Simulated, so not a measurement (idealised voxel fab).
This section sets out a process module, namely voxel spacer lines.
Cross-section cut: width 245 nm, square cells of 5 nm.
For the purposes of this document, a cross-section shall be understood as a grid of square cells, specified as bands listed in top-to-bottom order, each band consisting of one or more rows of cells.
What a band's entry tells you: where the top is and where the bottom is, as heights in nm, and after that what lies inside, material by material from left to right, each with its width in nm. Empty space is written as the word "empty", and a single material marked with the word "all across" occupies the band from edge to edge.
Heights are expressed relative to 0, this being the level below which the as-received wafer comprises one material exclusively. The lowest band is unbounded in the downward direction and is denoted as in "0 -> down".
Width "30 to 40": first value at the band's top row of cells, second value at its bottom row, equal change from row to row.
"no alteration" -> step changed no cross-section cell.
Each empty space that has no open way to the top and spans at least 8 cells appears under "Sealed void listing" as width x height at distance, the distance counted from the left edge, all in nm.
Note: text after step settings on the step line = simulator remark on that step.
overlay nm: mask offset rightward from planned place, masked step; negative means leftward offset.

Listed below are the process steps as planned
1) RECEIVE, material Si
2) CONFORMAL_DEP, material Al2O3, thk nm 5
3) DIRECTIONAL_DEP, material W, thk nm 20
4) DIRECTIONAL_DEP, material aC, thk nm 25
5) PATTERN, tone cover, mask id MANDREL, material resist, width nm 25, pitch nm 70, thk nm 30, overlay nm 0
6) DIRECTIONAL_ETCH, etch materials aC, depth nm 25
7) STRIP, etch materials resist
8) CONFORMAL_DEP, material SiO2, thk nm 10
9) DIRECTIONAL_ETCH, etch materials SiO2, depth nm 10
10) STRIP, etch materials aC
11) DIRECTIONAL_ETCH, etch materials W, depth nm 20
12) STRIP, etch materials SiO2

Shown in cross-section is the wafer as received, that is, as it stands after step 1
* 0 -> down | Si all across
* Sealed void listing: none

Cross-sectional image of the first of two wafers at the end of the module, the run having proceeded as planned
* 25 -> 5 | empty 65 nm, then W 10 nm, then empty 25 nm, then W 10 nm, then empty 25 nm, then W 10 nm, then empty 25 nm, then W 10 nm, then empty 65 nm
* 5 -> 0 | Al2O3 all across
* 0 -> down | Si all across
* Sealed void listing: none

End of module, second wafer, cross-section. Started like the first, planned like the first, run with one mistake
* 25 -> 5 | empty 70 nm, then W 5 nm, then empty 25 nm, then W 5 nm, then empty 35 nm, then W 5 nm, then empty 25 nm, then W 5 nm, then empty 70 nm
* 5 -> 0 | Al2O3 all across
* 0 -> down | Si all across
* Sealed void listing: none
What was done differently from what was planned? step 8 did not happen as planned, as run it was CONFORMAL_DEP, material SiO2, thk nm 5
The closing comparison, in cells, has the second wafer with more or fewer of some materials than the first: -16 W
